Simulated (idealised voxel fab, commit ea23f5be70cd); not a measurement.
A process module follows: voxel capacitor over wiring.
FYI the section here is cut, 200 nm wide, cells are 5 nm squares.
Notation: cross-section as square-cell grid; stated in bands, top first, going down; one or more cell rows per band. What a band's entry tells you: where the top is and where the bottom is, as heights in nm, and after that what lies inside, material by material from left to right, each with its width in nm. Empty space is written as the word "empty", and a single material marked with the word "throughout" occupies the band from edge to edge. Ref level 0: as-received wafer is one material below here. Bottom band extends down with no lower bound ("0 down"). So if you see something like "30 to 40" for the width, read it as the top row of the band sitting at the first number and the bottom row at the second, with every row in between moving by the same amount as the last. Step marked "no modifications"? Then no cell in the cross-section changed in it. "Closed void entries" specifies each empty space that is not open to the top and that occupies no fewer than 8 cells, using the form width x height at distance, the distance measured from the left edge and all three quantities in nm. Past the settings on a step's line: simulator remark, on that step. A step line may carry the setting "overlay nm", which, for steps involving a mask, states the distance by which the mask lay to the right of its intended position; negative values denote displacement to the left.
plan:
1) RECEIVE (material Si)
2) CONFORMAL_DEP (material SiO2; thk nm 10)
3) DIRECTIONAL_DEP (material TiN; thk nm 5)
4) DIRECTIONAL_DEP (material W; thk nm 25)
5) MASKED_ETCH (tone cover; mask id METAL_1; width nm 25; pitch nm 95; etch materials W; depth nm 25; overlay nm 0)
6) MASKED_ETCH (tone cover; mask id METAL_1; width nm 25; pitch nm 95; etch materials TiN; depth nm 5; overlay nm 0)
7) FILL_DEP (material SiO2; thk nm 5)
8) CMP (height nm 40)
9) CONFORMAL_DEP (material SiCN; thk nm 5)
10) DIRECTIONAL_DEP (material SiO2; thk nm 20)
11) MASKED_ETCH (tone open; mask id PLUG_1; width nm 15; etch materials SiO2; depth nm 20; overlay nm 0)
12) MASKED_ETCH (tone open; mask id PLUG_1; width nm 15; etch materials SiCN; depth nm 5; overlay nm 0)
13) EPI (material Ru; thk nm 10)
14) EPI (material Ru; thk nm 10)
15) EPI (material Ru; thk nm 5)
16) DIRECTIONAL_DEP (material TiN; thk nm 5)
17) DIRECTIONAL_DEP (material HfO2; thk nm 5)
18) DIRECTIONAL_DEP (material TiN; thk nm 10)
19) PATTERN (tone cover; mask id UPPER_PLATE; material resist; width nm 75; thk nm 20; overlay nm 0)
20) DIRECTIONAL_ETCH (etch materials TiN; depth nm 10)
21) DIRECTIONAL_ETCH (etch materials HfO2; depth nm 5)
22) STRIP (etch materials resist)
23) DIRECTIONAL_DEP (material aC; thk nm 10)
24) PATTERN (tone cover; mask id LOWER_PLATE; material resist; width nm 85; thk nm 30; overlay nm 0)
25) DIRECTIONAL_ETCH (etch materials aC; depth nm 10)
26) STRIP (etch materials resist)
27) DIRECTIONAL_ETCH (etch materials TiN; depth nm 5)
28) STRIP (etch materials aC)
29) FILL_DEP (material SiO2; thk nm 20)
30) CMP (height nm 100)
31) DIRECTIONAL_DEP (material aC; thk nm 10)
32) PATTERN (tone open; mask id PLUG_2; material resist; width nm 15; thk nm 30; overlay nm 0)
33) DIRECTIONAL_ETCH (etch materials aC; depth nm 10)
34) STRIP (etch materials resist)
35) DIRECTIONAL_ETCH (etch materials SiO2; depth nm 15)
36) STRIP (etch materials aC)
37) CONFORMAL_DEP (material TiN; thk nm 5)
38) FILL_DEP (material Ru; thk nm 5)
39) CMP (height nm 100)
40) CONFORMAL_DEP (material SiN; thk nm 5)
Delivered wafer in cross-section: state after step 1:
> 0 down = Si throughout
> Closed void entries: none
Module complete - cross-section of the first of two wafers, run according to plan:
> 105 to 100 = SiN throughout
> 100 to 90 = 60 of SiO2, then 5 of TiN, then 5 of Ru, then 5 of TiN, then 125 of SiO2
> 90 to 85 = 60 of SiO2, then 15 of TiN, then 125 of SiO2
> 85 to 75 = 50 of SiO2, then 75 of TiN, then 75 of SiO2
> 75 to 70 = 50 of SiO2, then 75 of HfO2, then 75 of SiO2
> 70 to 65 = 45 of SiO2, then 85 of TiN, then 70 of SiO2
> 65 to 45 = 50 of SiO2, then 15 of Ru, then 135 of SiO2
> 45 to 40 = 50 of SiCN, then 15 of Ru, then 135 of SiCN
> 40 to 15 = 40 of SiO2, then 25 of W, then 70 of SiO2, then 25 of W, then 40 of SiO2
> 15 to 10 = 40 of SiO2, then 25 of TiN, then 70 of SiO2, then 25 of TiN, then 40 of SiO2
> 10 to 0 = SiO2 throughout
> 0 down = Si throughout
> Closed void entries: none
Cross-section, wafer two of two, end of module: same start and plan as wafer one, one error in execution:
> 105 to 100 = SiN throughout
> 100 to 90 = 60 of SiO2, then 5 of TiN, then 5 of Ru, then 5 of TiN, then 125 of SiO2
> 90 to 85 = 60 of SiO2, then 15 of TiN, then 125 of SiO2
> 85 to 75 = 50 of SiO2, then 35 of TiN, then 115 of SiO2
> 75 to 70 = 50 of SiO2, then 35 of HfO2, then 115 of SiO2
> 70 to 65 = 45 of SiO2, then 40 of TiN, then 115 of SiO2
> 65 to 55 = 30 of SiO2, then 55 of Ru, then 40 of TiN, then 75 of SiO2
> 55 to 50 = 30 of SiO2, then 55 of Ru, then 40 of HfO2, then 75 of SiO2
> 50 to 45 = 30 of SiO2, then 55 of Ru, then 45 of TiN, then 70 of SiO2
> 45 to 40 = 50 of SiCN, then 15 of Ru, then 135 of SiCN
> 40 to 15 = 40 of SiO2, then 25 of W, then 70 of SiO2, then 25 of W, then 40 of SiO2
> 15 to 10 = 40 of SiO2, then 25 of TiN, then 70 of SiO2, then 25 of TiN, then 40 of SiO2
> 10 to 0 = SiO2 throughout
> 0 down = Si throughout
> Closed void entries: none
Finding, execution versus plan: step 10 of the plan never got run, it was skipped over
The closing comparison, in cells, has the second wafer with more or fewer of some materials than the first: +32 Ru | -32 SiO2
